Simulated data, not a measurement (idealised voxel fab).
process module | voxel self aligned vias
cross-section cut | 160 nm wide | cells 5 nm
A cross-section is a grid of square cells, given in bands from the top down. A band is one or more rows of cells.
Each band's line starts with the height of the band's top and of its bottom, in nm. Then come its materials from left to right, each with its width in nm. One material with "throughout" fills the band from edge to edge. "air" is empty space.
Height 0 is the level under which the wafer as received is all one material. The lowest band goes on downwards, as in "0 down".
A width such as "30 to 40" changes by the same amount from each row of cells to the next, from the band's top row to its bottom row.
"no change" after a step means that no cell of the cross-section changed.
closed voids: empty space of 8 cells or more with no open way to the top, each as width x height at its distance from the left edge, in nm
after a step's settings: what the simulator itself notes on the step
overlay nm, on a step with a mask: how far to the right of its planned place the mask lay; to the left if negative
plan
1 op RECEIVE | material Si
2 op CONFORMAL_DEP | material SiO2 | thk nm 15
3 op CONFORMAL_DEP | material SiCN | thk nm 5
4 op DIRECTIONAL_DEP | material lowk | thk nm 20
5 op MASKED_ETCH | tone open | mask id LINES | width nm 20 | pitch nm 45 | etch materials lowk | depth nm 20 | overlay nm 0
6 op CONFORMAL_DEP | material TiN | thk nm 5
7 op FILL_DEP | material W | thk nm 5
8 op CMP | height nm 40
9 op SELECTIVE_ETCH | etch materials W Ru TiN | depth nm 10
10 op FILL_DEP | material SiN | thk nm 5
11 op CMP | height nm 40
12 op DIRECTIONAL_DEP | material lowk | thk nm 15
13 op PATTERN | tone open | mask id VIAS | material resist | width nm 30 | pitch nm 45 | thk nm 20 | overlay nm 0
14 op DIRECTIONAL_ETCH | etch materials lowk | depth nm 15
15 op DIRECTIONAL_ETCH | etch materials SiN | depth nm 10
16 op STRIP | etch materials resist
17 op CONFORMAL_DEP | material TiN | thk nm 5
18 op FILL_DEP | material Ru | thk nm 5
19 op CMP | height nm 55
20 op CONFORMAL_DEP | material SiN | thk nm 5
as received, after step 1
  0 down: Si throughout
  closed voids: none
a wafer at the end: this start, this plan, one mistake
  60 to 55: SiN throughout
  55 to 40: lowk 40 | TiN 5 | Ru 20 | TiN 5 | lowk 15 | TiN 5 | Ru 20 | TiN 5 | lowk 45
  40 to 35: SiN 40 | TiN 10 | Ru 10 | TiN 10 | SiN 15 | TiN 10 | Ru 10 | TiN 10 | SiN 45
  35 to 30: lowk 45 | TiN 20 | lowk 25 | TiN 20 | lowk 50
  30 to 20: lowk 45 | TiN 5 | W 10 | TiN 5 | lowk 25 | TiN 5 | W 10 | TiN 5 | lowk 50
  20 to 15: lowk 45 | TiN 20 | lowk 25 | TiN 20 | lowk 50
  15 to 0: SiO2 throughout
  0 down: Si throughout
  closed voids: none
what went wrong: step 3 was left out
